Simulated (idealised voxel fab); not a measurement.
Module name: voxel self aligned vias (process module)
It is cross-section cut that appears here, measuring 255 nm in width, its square cells being 5 nm in size.
Heads up, the way a cross-section reads in here is a grid of square cells, handed over as bands from the top down, with every band being one or more rows of cells.
Band: top and bottom heights (nm) first, top before bottom; then materials from left to right, widths in nm. "all across" marks a sole material filling the band edge to edge. "blank" denotes empty space.
Heights are measured from 0, the level below which the as-received wafer is all one material; the lowest band has no bottom and continues downward, written as in "from 0 down".
A width given as "30..40" starts at the first number in the band's top row and ends at the second number in its bottom row, shifting by an equal amount at every step from row to row.
Basically "no alterations made" means that step didn't change any cell in the cross-section.
"Tabulated closed voids" contains a list of empty spaces, each no smaller than 8 cells and without an open way to the top, written in the form width x height at distance with the distance from the left edge and all three in nm.
Past the settings on a step's line: simulator remark, on that step.
overlay nm: how far to the right of its planned place the mask lay on this masked step (negative: to the left).
These are the steps we planned for the process
| 1 | RECEIVE | material Si |
| 2 | CONFORMAL_DEP | material SiO2 | thk nm 10 |
| 3 | CONFORMAL_DEP | material SiCN | thk nm 5 |
| 4 | DIRECTIONAL_DEP | material lowk | thk nm 25 |
| 5 | PATTERN | tone open | mask id LINES | material resist | width nm 25 | pitch nm 55 | thk nm 20 | overlay nm 0 |
| 6 | DIRECTIONAL_ETCH | etch materials lowk | depth nm 25 |
| 7 | STRIP | etch materials resist |
| 8 | CONFORMAL_DEP | material TiN | thk nm 5 |
| 9 | FILL_DEP | material Ru | thk nm 10 |
| 10 | CMP | height nm 40 |
| 11 | SELECTIVE_ETCH | etch materials W Ru TiN | depth nm 5 |
| 12 | FILL_DEP | material SiN | thk nm 10 |
| 13 | CMP | height nm 40 |
| 14 | DIRECTIONAL_DEP | material lowk | thk nm 15 |
| 15 | DIRECTIONAL_DEP | material aC | thk nm 15 |
| 16 | PATTERN | tone open | mask id VIAS | material resist | width nm 35 | pitch nm 55 | thk nm 30 | overlay nm 0 |
| 17 | DIRECTIONAL_ETCH | etch materials aC | depth nm 15 |
| 18 | STRIP | etch materials resist |
| 19 | DIRECTIONAL_ETCH | etch materials lowk | depth nm 15 |
| 20 | DIRECTIONAL_ETCH | etch materials SiN | depth nm 5 |
| 21 | STRIP | etch materials aC |
| 22 | CONFORMAL_DEP | material TiN | thk nm 5 |
| 23 | FILL_DEP | material Cu | thk nm 10 |
| 24 | CMP | height nm 55 |
| 25 | CONFORMAL_DEP | material SiCN | thk nm 5 |
Cross-sectional view of the wafer in its as-received condition, corresponding to the state after step 1
	from 0 down | Si all across
	Tabulated closed voids: none
first wafer at the end, as planned
	from 60 to 55 | SiCN all across
	from 55 to 45 | 80 nm lowk | 5 nm TiN | 25 nm Cu | 5 nm TiN | 20 nm lowk | 5 nm TiN | 25 nm Cu | 5 nm TiN | 85 nm lowk
	from 45 to 40 | 80 nm lowk | 10 nm TiN | 15 nm Cu | 10 nm TiN | 20 nm lowk | 10 nm TiN | 15 nm Cu | 10 nm TiN | 85 nm lowk
	from 40 to 35 | 85 nm lowk | 25 nm TiN | 30 nm lowk | 25 nm TiN | 90 nm lowk
	from 35 to 20 | 85 nm lowk | 5 nm TiN | 15 nm Ru | 5 nm TiN | 30 nm lowk | 5 nm TiN | 15 nm Ru | 5 nm TiN | 90 nm lowk
	from 20 to 15 | 85 nm lowk | 25 nm TiN | 30 nm lowk | 25 nm TiN | 90 nm lowk
	from 15 to 10 | SiCN all across
	from 10 to 0 | SiO2 all across
	from 0 down | Si all across
	Tabulated closed voids: none
Here is the second of the two wafers cut open at the end of the module - same start, same plan as the first one, but we made one mistake running it
	from 60 to 55 | SiCN all across
	from 55 to 40 | 80 nm lowk | 5 nm TiN | 25 nm Cu | 5 nm TiN | 20 nm lowk | 5 nm TiN | 25 nm Cu | 5 nm TiN | 85 nm lowk
	from 40 to 35 | 80 nm lowk | 35 nm TiN | 20 nm lowk | 35 nm TiN | 85 nm lowk
	from 35 to 25 | 80 nm lowk | 10 nm TiN | 15 nm Ru | 10 nm TiN | 20 nm lowk | 10 nm TiN | 15 nm Ru | 10 nm TiN | 85 nm lowk
	from 25 to 20 | 85 nm lowk | 5 nm TiN | 15 nm Ru | 5 nm TiN | 30 nm lowk | 5 nm TiN | 15 nm Ru | 5 nm TiN | 90 nm lowk
	from 20 to 15 | 85 nm lowk | 25 nm TiN | 30 nm lowk | 25 nm TiN | 90 nm lowk
	from 15 to 10 | SiCN all across
	from 10 to 0 | SiO2 all across
	from 0 down | Si all across
	Tabulated closed voids: none
What went wrong in running the wafer? step 19, plan: ran twice
The closing comparison, in cells, has the second wafer with more or fewer of some materials than the first: +4 Cu; +8 TiN; -12 lowk
